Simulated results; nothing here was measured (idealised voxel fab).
Process module, titled voxel ribs on slabs
The cross-section shown here is cut; it is 290 nm wide and divided into square cells measuring 5 nm on a side.
If you're reading a cross-section in this doc, picture square cells in a grid; it comes to you as bands, top ones listed first down to the bottom, and a band can be one or more rows of cells.
Look at the band entry: it leads with the top's height and the bottom's height in nm. Then it lists the materials left to right, with a width in nm for each. The word "throughout" on a single material says that material fills the band edge to edge. The word "air" is empty space.
Height 0 is the level under which the wafer as received is all one material. The lowest band goes on downwards, as in "0 down".
A width given as "30 to 40" starts at the first number in the band's top row and ends at the second number in its bottom row, shifting by an equal amount at every step from row to row.
You'll sometimes find "no change occurred" written for a step, and that's the way of saying that nowhere in the cross-section did a cell change during that step.
Closed void list: empty space of 8 cells or more with no open way to the top, each as width x height at its distance from the left edge, in nm
Heads up: the bit after the settings on a step's line is the simulator's remark on that step.
Among the settings permitted on a step's line is "overlay nm"; applied to a step with a mask, it specifies the extent to which the mask lay to the right of its planned position, whereas a negative figure signifies a position to the left.

## Planned step list for the process
1: op RECEIVE | material Si
2: op DIRECTIONAL_DEP | material SiO2 | thk nm 30
3: op DIRECTIONAL_DEP | material SiN | thk nm 15
4: op MASKED_ETCH | tone cover | mask id RIB | width nm 25 | etch materials SiN | depth nm 10 | overlay nm 0
5: op MASKED_ETCH | tone cover | mask id SLAB | width nm 65 | etch materials SiN | depth nm 5 | overlay nm 0
6: op FILL_DEP | material SiO2 | thk nm 15
7: op CMP | height nm 55
8: op DIRECTIONAL_DEP | material TiN | thk nm 10
9: op DIRECTIONAL_DEP | material aC | thk nm 10
10: op PATTERN | tone cover | mask id HEATER | material resist | width nm 35 | thk nm 25 | overlay nm -15
11: op DIRECTIONAL_ETCH | etch materials aC | depth nm 10
12: op STRIP | etch materials resist
13: op DIRECTIONAL_ETCH | etch materials TiN | depth nm 10
14: op STRIP | etch materials aC
15: op CONFORMAL_DEP | material SiO2 | thk nm 5
Variable across wafers: step 10 overlay nm (plan value is that of the first wafer; starting state common to all).

## Cross-section of the first incoming wafer of several, state after step 1
  0 down = Si throughout
  Closed void list: none

## Quick key for the table: a row per wafer, taken at the end of the module. For each material it tells you how many cells the wafer gained (+) or lost (-) since it came in, and the closed voids come after
overlay nm -15; +23 SiN; +677 SiO2; +14 TiN; Closed void list: none
overlay nm -10; +23 SiN; +677 SiO2; +14 TiN; Closed void list: none
overlay nm -5; +23 SiN; +677 SiO2; +14 TiN; Closed void list: none
overlay nm 0; +23 SiN; +677 SiO2; +14 TiN; Closed void list: none
overlay nm 5; +23 SiN; +677 SiO2; +14 TiN; Closed void list: none
overlay nm 10; +23 SiN; +677 SiO2; +14 TiN; Closed void list: none
overlay nm 15; +23 SiN; +677 SiO2; +14 TiN; Closed void list: none
